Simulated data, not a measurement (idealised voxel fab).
process module | voxel plated lines
cross-section cut | 255 nm wide | cells 5 nm
A cross-section is a grid of square cells, given in bands from the top down. A band is one or more rows of cells.
Each band's line starts with the height of the band's top and of its bottom, in nm. Then come its materials from left to right, each with its width in nm. One material with "throughout" fills the band from edge to edge. "air" is empty space.
Height 0 is the level under which the wafer as received is all one material. The lowest band goes on downwards, as in "0 down".
A width such as "30 to 40" changes by the same amount from each row of cells to the next, from the band's top row to its bottom row.
"no change" after a step means that no cell of the cross-section changed.
closed voids: empty space of 8 cells or more with no open way to the top, each as width x height at its distance from the left edge, in nm
after a step's settings: what the simulator itself notes on the step
overlay nm, on a step with a mask: how far to the right of its planned place the mask lay; to the left if negative
plan
1 op RECEIVE | material Si
2 op CONFORMAL_DEP | material SiO2 | thk nm 15
3 op DIRECTIONAL_DEP | material TiN | thk nm 5
4 op PATTERN | tone open | mask id LINES | material resist | width nm 20 | pitch nm 40 | thk nm 40 | overlay nm 0
5 op EPI | material Ru | thk nm 10
6 op EPI | material Ru | thk nm 5
7 op EPI | material Ru | thk nm 5
8 op STRIP | etch materials resist
9 op DIRECTIONAL_ETCH | etch materials TiN | depth nm 5
10 op CONFORMAL_DEP | material SiCN | thk nm 10
as received, after step 1
  0 down: Si throughout
  closed voids: none
first wafer at the end, as planned
  50 to 40: air 65 | SiCN 120 | air 70
  40 to 25: air 65 | SiCN 10 | Ru 20 | SiCN 20 | Ru 20 | SiCN 20 | Ru 20 | SiCN 10 | air 70
  25 to 20: SiCN 75 | Ru 20 | SiCN 20 | Ru 20 | SiCN 20 | Ru 20 | SiCN 80
  20 to 15: SiCN 75 | TiN 20 | SiCN 20 | TiN 20 | SiCN 20 | TiN 20 | SiCN 80
  15 to 0: SiO2 throughout
  0 down: Si throughout
  closed voids: none
second wafer at the end: like start, like plan, one mistake
  40 to 30: air 65 | SiCN 120 | air 70
  30 to 15: air 65 | SiCN 10 | Ru 20 | SiCN 20 | Ru 20 | SiCN 20 | Ru 20 | SiCN 10 | air 70
  15 to 10: SiCN 75 | Ru 20 | SiCN 20 | Ru 20 | SiCN 20 | Ru 20 | SiCN 80
  10 to 5: SiCN 75 | TiN 20 | SiCN 20 | TiN 20 | SiCN 20 | TiN 20 | SiCN 80
  5 to 0: SiO2 throughout
  0 down: Si throughout
  closed voids: none
what went wrong: step 2 ran as: op CONFORMAL_DEP | material SiO2 | thk nm 5
at the end the second wafer has, in cells: 102 fewer of SiO2
